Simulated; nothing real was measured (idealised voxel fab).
Process module name: voxel gate over fins
Cross-section cut: width 265 nm, square cells of 5 nm.
A cross-section is written here as square cells arranged in a grid, and it is given in bands from the top down, each band taking up one or more rows of cells. Per band: top height and bottom height in nm, followed by the left-to-right materials and their widths in nm; "full width" marks a single material spanning edge to edge, "air" marks empty space. Height is counted from the level 0, under which the received wafer is composed throughout of one material. The lowest of the bands is not closed at the bottom but continues downward, in the notation "top 0, no bottom". The expression "30->40" gives the width at the extremes of the band, the first number at its top row of cells and the second at its bottom row, with the width changing by equal amounts from each row to the next in between. For the purposes of this document, the phrase "no modification" attached to a step denotes that no cell within the cross-section was modified by that step. "Trapped cavities" specifies each empty space that is not open to the top and that occupies no fewer than 8 cells, using the form width x height at distance, the distance measured from the left edge and all three quantities in nm. Whatever follows a step's settings on its line is a remark the simulator itself makes about that step. "overlay nm", when on a step's line for a step with a mask, measures how far to the right of its planned place the mask lay; a negative measure means to the left.

-- These are the steps we planned for the process
1,op RECEIVE | material Si
2,op CONFORMAL_DEP | material SiN | thk nm 5
3,op MASKED_ETCH | tone cover | mask id FINS | width nm 15 | pitch nm 35 | etch materials SiN | depth nm 5 | overlay nm 0
4,op MASKED_ETCH | tone cover | mask id FINS | width nm 15 | pitch nm 35 | etch materials Si | depth nm 30 | overlay nm 0
5,op FILL_DEP | material SiO2 | thk nm 10
6,op CMP | height nm 5
7,op SELECTIVE_ETCH | etch materials SiO2 | depth nm 15
8,op STRIP | etch materials SiN
9,op CONFORMAL_DEP | material HfO2 | thk nm 5
10,op CONFORMAL_DEP | material TiN | thk nm 5
11,op FILL_DEP | material W | thk nm 15
12,op CMP | height nm 20
13,op CONFORMAL_DEP | material SiCN | thk nm 5

-- The first wafer of two, processed as planned

-- Step 1 complete: cross-section of the wafer as received
  top 0, no bottom  Si full width
  Trapped cavities: none

-- After step 2: wafer cross-section
  top 5, bottom 0  SiN full width
  Under the height 0 nothing was changed.

-- After step 3: wafer cross-section
  top 5, bottom 0  air 90 nm, then SiN 15 nm, then air 20 nm, then SiN 15 nm, then air 20 nm, then SiN 15 nm, then air 90 nm
  Under the height 0 nothing was changed.

-- After step 4: wafer cross-section
  top 5, bottom 0  air 90 nm, then SiN 15 nm, then air 20 nm, then SiN 15 nm, then air 20 nm, then SiN 15 nm, then air 90 nm
  top 0, bottom -30  air 90 nm, then Si 15 nm, then air 20 nm, then Si 15 nm, then air 20 nm, then Si 15 nm, then air 90 nm
  Under the height -30 nothing was changed.

-- After step 5: wafer cross-section
  top 15, bottom 5  SiO2 full width
  top 5, bottom 0  SiO2 90 nm, then SiN 15 nm, then SiO2 20 nm, then SiN 15 nm, then SiO2 20 nm, then SiN 15 nm, then SiO2 90 nm
  top 0, bottom -30  SiO2 90 nm, then Si 15 nm, then SiO2 20 nm, then Si 15 nm, then SiO2 20 nm, then Si 15 nm, then SiO2 90 nm
  Under the height -30 nothing was changed.

-- After step 6: wafer cross-section
  top 5, bottom 0  SiO2 90 nm, then SiN 15 nm, then SiO2 20 nm, then SiN 15 nm, then SiO2 20 nm, then SiN 15 nm, then SiO2 90 nm
  Under the height 0 nothing was changed.

-- After step 7: wafer cross-section
  top 5, bottom 0  air 90 nm, then SiN 15 nm, then air 20 nm, then SiN 15 nm, then air 20 nm, then SiN 15 nm, then air 90 nm
  top 0, bottom -10  air 90 nm, then Si 15 nm, then air 20 nm, then Si 15 nm, then air 20 nm, then Si 15 nm, then air 90 nm
  Under the height -10 nothing was changed.

-- After step 8: wafer cross-section
  top 0, bottom -10  air 90 nm, then Si 15 nm, then air 20 nm, then Si 15 nm, then air 20 nm, then Si 15 nm, then air 90 nm
  Under the height -10 nothing was changed.

-- After step 9: wafer cross-section
  top 5, bottom 0  air 85 nm, then HfO2 25 nm, then air 10 nm, then HfO2 25 nm, then air 10 nm, then HfO2 25 nm, then air 85 nm
  top 0, bottom -5  air 85 nm, then HfO2 5 nm, then Si 15 nm, then HfO2 5 nm, then air 10 nm, then HfO2 5 nm, then Si 15 nm, then HfO2 5 nm, then air 10 nm, then HfO2 5 nm, then Si 15 nm, then HfO2 5 nm, then air 85 nm
  top -5, bottom -10  HfO2 90 nm, then Si 15 nm, then HfO2 20 nm, then Si 15 nm, then HfO2 20 nm, then Si 15 nm, then HfO2 90 nm
  Under the height -10 nothing was changed.

-- After step 10: wafer cross-section
  top 10, bottom 5  air 80 nm, then TiN 105 nm, then air 80 nm
  top 5, bottom 0  air 80 nm, then TiN 5 nm, then HfO2 25 nm, then TiN 10 nm, then HfO2 25 nm, then TiN 10 nm, then HfO2 25 nm, then TiN 5 nm, then air 80 nm
  top 0, bottom -5  TiN 85 nm, then HfO2 5 nm, then Si 15 nm, then HfO2 5 nm, then TiN 10 nm, then HfO2 5 nm, then Si 15 nm, then HfO2 5 nm, then TiN 10 nm, then HfO2 5 nm, then Si 15 nm, then HfO2 5 nm, then TiN 85 nm
  Under the height -5 nothing was changed.

-- After step 11: wafer cross-section
  top 25, bottom 10  W full width
  top 10, bottom 5  W 80 nm, then TiN 105 nm, then W 80 nm
  top 5, bottom 0  W 80 nm, then TiN 5 nm, then HfO2 25 nm, then TiN 10 nm, then HfO2 25 nm, then TiN 10 nm, then HfO2 25 nm, then TiN 5 nm, then W 80 nm
  Under the height 0 nothing was changed.

-- After step 12: wafer cross-section
  top 20, bottom 10  W full width
  Under the height 10 nothing was changed.

-- After step 13: wafer cross-section
  top 25, bottom 20  SiCN full width
  Under the height 20 nothing was changed.

-- Okay, second wafer. Nothing different at the start, nothing different in the plan, just one mistake somewhere in the running. As far as step 8, counting that step, it's the first wafer all over again

-- Second wafer, cross-section, planned end of step 9
  top 15, bottom 5  air 75 nm, then HfO2 115 nm, then air 75 nm
  top 5, bottom 0  HfO2 full width
  top 0, bottom -10  HfO2 90 nm, then Si 15 nm, then HfO2 20 nm, then Si 15 nm, then HfO2 20 nm, then Si 15 nm, then HfO2 90 nm
  Under the height -10 nothing was changed.

-- Second wafer, cross-section, planned end of step 10
  top 20, bottom 15  air 70 nm, then TiN 125 nm, then air 70 nm
  top 15, bottom 10  air 70 nm, then TiN 5 nm, then HfO2 115 nm, then TiN 5 nm, then air 70 nm
  top 10, bottom 5  TiN 75 nm, then HfO2 115 nm, then TiN 75 nm
  Under the height 5 nothing was changed.

-- Second wafer, cross-section, planned end of step 11
  top 35, bottom 20  W full width
  top 20, bottom 15  W 70 nm, then TiN 125 nm, then W 70 nm
  top 15, bottom 10  W 70 nm, then TiN 5 nm, then HfO2 115 nm, then TiN 5 nm, then W 70 nm
  Under the height 10 nothing was changed.

-- Second wafer, cross-section, planned end of step 12
  top 20, bottom 15  W 70 nm, then TiN 125 nm, then W 70 nm
  Under the height 15 nothing was changed.

-- Second wafer, cross-section, planned end of step 13
  top 25, bottom 20  SiCN full width
  Under the height 20 nothing was changed.
Against the plan, the run slipped here: step 9 ran as: op CONFORMAL_DEP | material HfO2 | thk nm 15
FYI, end of process, the second wafer has more or fewer cells of some materials than the first: +122 HfO2, -8 TiN, -114 W
